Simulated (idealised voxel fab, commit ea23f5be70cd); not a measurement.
Process module, titled voxel gate over fins
Each square cell in cross-section cut measures 5 nm, and the section as a whole is 250 nm wide.
When this document writes out a cross-section, it uses a grid of square cells and lists it as bands, beginning at the top and moving down, with a band standing for one or more rows of cells. Read a band's entry like this: the first values are the height of its top and the height of its bottom in nm, and what follows is the sequence of materials from left to right, each with its width in nm. Note that "empty" is empty space, and that a single material marked "full width" reaches across the band from edge to edge. Note: height 0 marks the level under which the wafer is uniformly one material as received. Lowest band unbounded below, written "0 down". The width entry "30 to 40" should be interpreted row by row: the top row of cells in the band takes the first number, the bottom row takes the second number, and the change between adjacent rows is uniform throughout. "remained the same" after a step means that no cell of the cross-section changed. Listed in "Closed internal cavities": every empty space of 8 or more cells without an open way to the top. Form: width x height at distance, the distance being from the left edge, all in nm. Whatever follows a step's settings on its line is a remark the simulator itself makes about that step. overlay nm: how far to the right of its planned place the mask lay on this masked step (negative: to the left).

### This section lists the process steps that were planned
1 RECEIVE | material Si
2 CONFORMAL_DEP | material SiN | thk nm 5
3 PATTERN | tone cover | mask id FINS | material resist | width nm 15 | pitch nm 35 | thk nm 15 | overlay nm 0
4 DIRECTIONAL_ETCH | etch materials SiN | depth nm 5
5 DIRECTIONAL_ETCH | etch materials Si | depth nm 40
6 STRIP | etch materials resist
7 FILL_DEP | material SiO2 | thk nm 15
8 CMP | height nm 5
9 SELECTIVE_ETCH | etch materials SiO2 | depth nm 15
10 STRIP | etch materials SiN
11 CONFORMAL_DEP | material HfO2 | thk nm 5
12 CONFORMAL_DEP | material TiN | thk nm 5
13 FILL_DEP | material W | thk nm 10
14 CMP | height nm 15
15 CONFORMAL_DEP | material SiCN | thk nm 5

### What follows covers the first of two wafers; it ran as planned

### Cross-section: wafer on arrival = after step 1
    0 down: Si full width
    Closed internal cavities: none

### after step 2
    5 to 0: SiN full width
    Everything under 0 stays put, no change at all.

### after step 3
    20 to 5: 80 empty  15 resist  20 empty  15 resist  20 empty  15 resist  85 empty
    Everything under 5 stays put, no change at all.

### after step 4
    20 to 5: 80 empty  15 resist  20 empty  15 resist  20 empty  15 resist  85 empty
    5 to 0: 80 empty  15 SiN  20 empty  15 SiN  20 empty  15 SiN  85 empty
    Everything under 0 stays put, no change at all.

### after step 5
    20 to 5: 80 empty  15 resist  20 empty  15 resist  20 empty  15 resist  85 empty
    5 to 0: 80 empty  15 SiN  20 empty  15 SiN  20 empty  15 SiN  85 empty
    0 to -40: 80 empty  15 Si  20 empty  15 Si  20 empty  15 Si  85 empty
    Everything under -40 stays put, no change at all.

### after step 6
    5 to 0: 80 empty  15 SiN  20 empty  15 SiN  20 empty  15 SiN  85 empty
    Everything under 0 stays put, no change at all.

### after step 7
    20 to 5: SiO2 full width
    5 to 0: 80 SiO2  15 SiN  20 SiO2  15 SiN  20 SiO2  15 SiN  85 SiO2
    0 to -40: 80 SiO2  15 Si  20 SiO2  15 Si  20 SiO2  15 Si  85 SiO2
    Everything under -40 stays put, no change at all.

### after step 8
    5 to 0: 80 SiO2  15 SiN  20 SiO2  15 SiN  20 SiO2  15 SiN  85 SiO2
    Everything under 0 stays put, no change at all.

### after step 9
    5 to 0: 80 empty  15 SiN  20 empty  15 SiN  20 empty  15 SiN  85 empty
    0 to -10: 80 empty  15 Si  20 empty  15 Si  20 empty  15 Si  85 empty
    Everything under -10 stays put, no change at all.

### after step 10
    0 to -10: 80 empty  15 Si  20 empty  15 Si  20 empty  15 Si  85 empty
    Everything under -10 stays put, no change at all.

### after step 11
    5 to 0: 75 empty  25 HfO2  10 empty  25 HfO2  10 empty  25 HfO2  80 empty
    0 to -5: 75 empty  5 HfO2  15 Si  5 HfO2  10 empty  5 HfO2  15 Si  5 HfO2  10 empty  5 HfO2  15 Si  5 HfO2  80 empty
    -5 to -10: 80 HfO2  15 Si  20 HfO2  15 Si  20 HfO2  15 Si  85 HfO2
    Everything under -10 stays put, no change at all.

### after step 12
    10 to 5: 70 empty  105 TiN  75 empty
    5 to 0: 70 empty  5 TiN  25 HfO2  10 TiN  25 HfO2  10 TiN  25 HfO2  5 TiN  75 empty
    0 to -5: 75 TiN  5 HfO2  15 Si  5 HfO2  10 TiN  5 HfO2  15 Si  5 HfO2  10 TiN  5 HfO2  15 Si  5 HfO2  80 TiN
    Everything under -5 stays put, no change at all.

### after step 13
    20 to 10: W full width
    10 to 5: 70 W  105 TiN  75 W
    5 to 0: 70 W  5 TiN  25 HfO2  10 TiN  25 HfO2  10 TiN  25 HfO2  5 TiN  75 W
    Everything under 0 stays put, no change at all.

### after step 14
    15 to 10: W full width
    Everything under 10 stays put, no change at all.

### after step 15
    20 to 15: SiCN full width
    Everything under 15 stays put, no change at all.

### Second wafer, same starting conditions and recipe as the first, one mistake in executing it, nothing differs from the first up to and including step 10

Second wafer shown in cross-section at the time step 11 was slated to end: remained the same

### Second wafer shown in cross-section at the time step 12 was slated to end
    5 to 0: 75 empty  25 TiN  10 empty  25 TiN  10 empty  25 TiN  80 empty
    0 to -5: 75 empty  5 TiN  15 Si  5 TiN  10 empty  5 TiN  15 Si  5 TiN  10 empty  5 TiN  15 Si  5 TiN  80 empty
    -5 to -10: 80 TiN  15 Si  20 TiN  15 Si  20 TiN  15 Si  85 TiN
    Everything under -10 stays put, no change at all.

### Second wafer shown in cross-section at the time step 13 was slated to end
    15 to 5: W full width
    5 to 0: 75 W  25 TiN  10 W  25 TiN  10 W  25 TiN  80 W
    0 to -5: 75 W  5 TiN  15 Si  5 TiN  10 W  5 TiN  15 Si  5 TiN  10 W  5 TiN  15 Si  5 TiN  80 W
    Everything under -5 stays put, no change at all.

Second wafer shown in cross-section at the time step 14 was slated to end: remained the same

### Second wafer shown in cross-section at the time step 15 was slated to end
    20 to 15: SiCN full width
    Everything under 15 stays put, no change at all.
The plan and the run diverged here: step 11 from the plan never happened, it was just skipped
Final tally in cells, some materials are higher or lower on the second wafer than on the first: -62 HfO2; +62 W
